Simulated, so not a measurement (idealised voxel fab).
You're looking at the process module voxel gate over fins.
cross-section cut | 170 nm wide | cells 5 nm
Heads up, the way a cross-section reads in here is a grid of square cells, handed over as bands from the top down, with every band being one or more rows of cells.
Look at the band entry: it leads with the top's height and the bottom's height in nm. Then it lists the materials left to right, with a width in nm for each. The word "edge to edge" on a single material says that material fills the band edge to edge. The word "blank" is empty space.
Measure heights from 0. That's the level where, below it, the as-received wafer is all one material. The lowest band is bottomless and extends downward; write it as in "z 0 and below".
Read "30 to 40" as a graded width: first number on top, second number at the bottom, same change between each pair of neighbouring rows.
"stayed the same" (step): cross-section cells unchanged, all of them.
"Trapped voids": sealed empty spaces, 8 cells or more, no open way to top, listed width x height at distance, with distance from the left edge and width, height and distance in nm.
It should be noted that, on the line of a given step, the content following the step's settings is a remark produced by the simulator itself with respect to that step.
overlay nm: step with mask; distance mask lay right of planned place; negative value = left of planned place.
-- The planned process steps are enumerated hereunder
step 1: RECEIVE,material Si
step 2: CONFORMAL_DEP,material SiN,thk nm 5
step 3: DIRECTIONAL_DEP,material aC,thk nm 15
step 4: PATTERN,tone cover,mask id FINS,material resist,width nm 15,pitch nm 50,thk nm 30,overlay nm 0
step 5: DIRECTIONAL_ETCH,etch materials aC,depth nm 15
step 6: STRIP,etch materials resist
step 7: DIRECTIONAL_ETCH,etch materials SiN,depth nm 5
step 8: DIRECTIONAL_ETCH,etch materials Si,depth nm 30
step 9: STRIP,etch materials aC
step 10: FILL_DEP,material SiO2,thk nm 5
step 11: CMP,height nm 5
step 12: DIRECTIONAL_DEP,material aC,thk nm 10
step 13: PATTERN,tone open,mask id RAIL,material resist,width nm 15,thk nm 30,overlay nm -15
step 14: DIRECTIONAL_ETCH,etch materials aC,depth nm 10
step 15: STRIP,etch materials resist
step 16: DIRECTIONAL_ETCH,etch materials SiO2,depth nm 30
step 17: STRIP,etch materials aC
step 18: CONFORMAL_DEP,material TiN,thk nm 5
step 19: FILL_DEP,material W,thk nm 5
step 20: CMP,height nm 5
step 21: SELECTIVE_ETCH,etch materials W Ru TiN,depth nm 25
step 22: FILL_DEP,material SiO2,thk nm 5
step 23: CMP,height nm 5
step 24: SELECTIVE_ETCH,etch materials SiO2,depth nm 20
step 25: STRIP,etch materials SiN
step 26: CONFORMAL_DEP,material HfO2,thk nm 5
step 27: CONFORMAL_DEP,material TiN,thk nm 5
step 28: FILL_DEP,material W,thk nm 10
step 29: CMP,height nm 15
step 30: CONFORMAL_DEP,material SiN,thk nm 10
The plan's step 13 overlay nm is the first wafer's value; the wafers differ in this setting and start identical.
-- Sectional view: first of several wafers, as received, after step 1
* z 0 and below = Si edge to edge
* Trapped voids: none
-- Where each wafer stands at the end of the module, a row apiece: cells of each material gained (+) or lost (-) since it was received, then closed voids
overlay nm -15, +46 HfO2, -168 Si, +68 SiN, +82 SiO2, +48 TiN, +94 W, Trapped voids: none
overlay nm -10, +46 HfO2, -168 Si, +68 SiN, +81 SiO2, +49 TiN, +94 W, Trapped voids: none
overlay nm -5, +46 HfO2, -168 Si, +68 SiN, +81 SiO2, +49 TiN, +94 W, Trapped voids: none
overlay nm 0, +46 HfO2, -168 Si, +68 SiN, +81 SiO2, +49 TiN, +94 W, Trapped voids: none
overlay nm 5, +46 HfO2, -168 Si, +68 SiN, +81 SiO2, +49 TiN, +94 W, Trapped voids: none
overlay nm 10, +46 HfO2, -168 Si, +68 SiN, +81 SiO2, +49 TiN, +94 W, Trapped voids: none
overlay nm 15, +46 HfO2, -168 Si, +68 SiN, +82 SiO2, +48 TiN, +94 W, Trapped voids: none
